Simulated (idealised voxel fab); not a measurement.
Proc. module: voxel capacitor over wiring
Shown is cross-section cut, with a width of 265 nm and square cells of size 5 nm.
We lay out every cross-section as a grid of square cells and spell it out in bands from the top down, where one band means one or more rows of cells. For a band, the entry starts with two heights in nm, that of the top and then that of the bottom, and carries on with the band's materials in order from left to right, each alongside its width in nm; the word "throughout" beside a single material means it fills the band edge to edge, and "empty" means empty space. It should be noted that heights are counted from 0, beneath which the wafer as supplied is of one material throughout, and that the lowest band possesses no lower boundary but continues downward, as written in "0 down". The width entry "30 to 40" should be interpreted row by row: the top row of cells in the band takes the first number, the bottom row takes the second number, and the change between adjacent rows is uniform throughout. "no modifications" means the step left every cell of the cross-section as it was. Closed empty spaces (no open way to the top) of 8 cells or more are what "Voids lacking openings" lists, each as width x height at distance from the left edge, nm for all three. On each step's line, the part that comes after the settings is the simulator's own comment on the step. Regarding "overlay nm": on a step with a mask, it is the distance the mask lay to the right of its planned place; a negative value places it to the left.
Process steps (planned)
1) RECEIVE, material Si
2) CONFORMAL_DEP, material SiO2, thk nm 10
3) DIRECTIONAL_DEP, material TiN, thk nm 5
4) DIRECTIONAL_DEP, material W, thk nm 20
5) PATTERN, tone cover, mask id METAL_1, material resist, width nm 25, pitch nm 75, thk nm 20, overlay nm 0
6) DIRECTIONAL_ETCH, etch materials W, depth nm 20
7) DIRECTIONAL_ETCH, etch materials TiN, depth nm 5
8) STRIP, etch materials resist
9) FILL_DEP, material lowk, thk nm 10
10) CMP, height nm 35
11) CONFORMAL_DEP, material SiCN, thk nm 5
12) DIRECTIONAL_DEP, material lowk, thk nm 20
13) DIRECTIONAL_DEP, material aC, thk nm 15
14) PATTERN, tone open, mask id PLUG_1, material resist, width nm 15, thk nm 30, overlay nm 0
15) DIRECTIONAL_ETCH, etch materials aC, depth nm 15
16) STRIP, etch materials resist
17) DIRECTIONAL_ETCH, etch materials lowk, depth nm 20
18) DIRECTIONAL_ETCH, etch materials SiCN, depth nm 5
19) STRIP, etch materials aC
20) EPI, material Ru, thk nm 10
21) EPI, material Ru, thk nm 10
22) EPI, material Ru, thk nm 5
23) DIRECTIONAL_DEP, material TiN, thk nm 5
24) DIRECTIONAL_DEP, material SiN, thk nm 5
25) DIRECTIONAL_DEP, material TiN, thk nm 10
26) DIRECTIONAL_DEP, material aC, thk nm 15
27) PATTERN, tone cover, mask id UPPER_PLATE, material resist, width nm 55, thk nm 30, overlay nm 0
28) DIRECTIONAL_ETCH, etch materials aC, depth nm 15
29) STRIP, etch materials resist
30) DIRECTIONAL_ETCH, etch materials TiN, depth nm 10
31) DIRECTIONAL_ETCH, etch materials SiN, depth nm 5
32) STRIP, etch materials aC
33) MASKED_ETCH, tone cover, mask id LOWER_PLATE, width nm 65, etch materials TiN, depth nm 5, overlay nm 0
34) FILL_DEP, material SiO2, thk nm 15
35) CMP, height nm 90
36) DIRECTIONAL_DEP, material aC, thk nm 15
37) PATTERN, tone open, mask id PLUG_2, material resist, width nm 15, thk nm 30, overlay nm 0
38) DIRECTIONAL_ETCH, etch materials aC, depth nm 15
39) STRIP, etch materials resist
40) DIRECTIONAL_ETCH, etch materials SiO2, depth nm 10
41) STRIP, etch materials aC
42) CONFORMAL_DEP, material TiN, thk nm 5
43) FILL_DEP, material W, thk nm 10
44) CMP, height nm 90
45) CONFORMAL_DEP, material SiCN, thk nm 5
As received (post step 1): cross-section
    0 down = Si throughout
    Voids lacking openings: none
First of two wafers at the end of the module, shown in cross-section; run carried out as planned
    95 to 90 = SiCN throughout
    90 to 85 = 100 nm SiO2; 5 nm TiN; 5 nm W; 5 nm TiN; 150 nm SiO2
    85 to 80 = 100 nm SiO2; 15 nm TiN; 150 nm SiO2
    80 to 70 = 90 nm SiO2; 55 nm TiN; 120 nm SiO2
    70 to 65 = 90 nm SiO2; 55 nm SiN; 120 nm SiO2
    65 to 60 = 85 nm SiO2; 65 nm TiN; 115 nm SiO2
    60 to 40 = 90 nm lowk; 15 nm Ru; 160 nm lowk
    40 to 35 = 90 nm SiCN; 15 nm Ru; 160 nm SiCN
    35 to 15 = 80 nm lowk; 25 nm W; 50 nm lowk; 25 nm W; 85 nm lowk
    15 to 10 = 80 nm lowk; 25 nm TiN; 50 nm lowk; 25 nm TiN; 85 nm lowk
    10 to 0 = SiO2 throughout
    0 down = Si throughout
    Voids lacking openings: none
Now the second wafer, cross-sectioned at the end of the module. Nothing different at the start, nothing different in the plan compared with the first, just one mistake when it was actually run
    95 to 90 = SiCN throughout
    90 to 85 = 100 nm SiO2; 5 nm TiN; 5 nm W; 5 nm TiN; 150 nm SiO2
    85 to 75 = 100 to 105 nm SiO2; 15 to 40 nm TiN; 150 to 120 nm SiO2
    75 to 70 = 90 nm SiO2; 55 nm TiN; 120 nm SiO2
    70 to 65 = 90 nm SiO2; 15 nm TiN; 40 nm SiN; 120 nm SiO2
    65 to 60 = 85 nm SiO2; 5 nm TiN; 15 nm SiN; 45 nm TiN; 115 nm SiO2
    60 to 55 = 90 nm SiCN; 15 nm TiN; 160 nm SiCN
    55 to 35 = lowk throughout
    35 to 15 = 80 nm lowk; 25 nm W; 50 nm lowk; 25 nm W; 85 nm lowk
    15 to 10 = 80 nm lowk; 25 nm TiN; 50 nm lowk; 25 nm TiN; 85 nm lowk
    10 to 0 = SiO2 throughout
    0 down = Si throughout
    Voids lacking openings: none
Processing error: steps 11 and 12 of the plan were run in the wrong order, each in the other's place
End of process, cell counts, second wafer against first, materials with more or fewer: 15 fewer of Ru | 3 more of SiO2 | 12 more of lowk
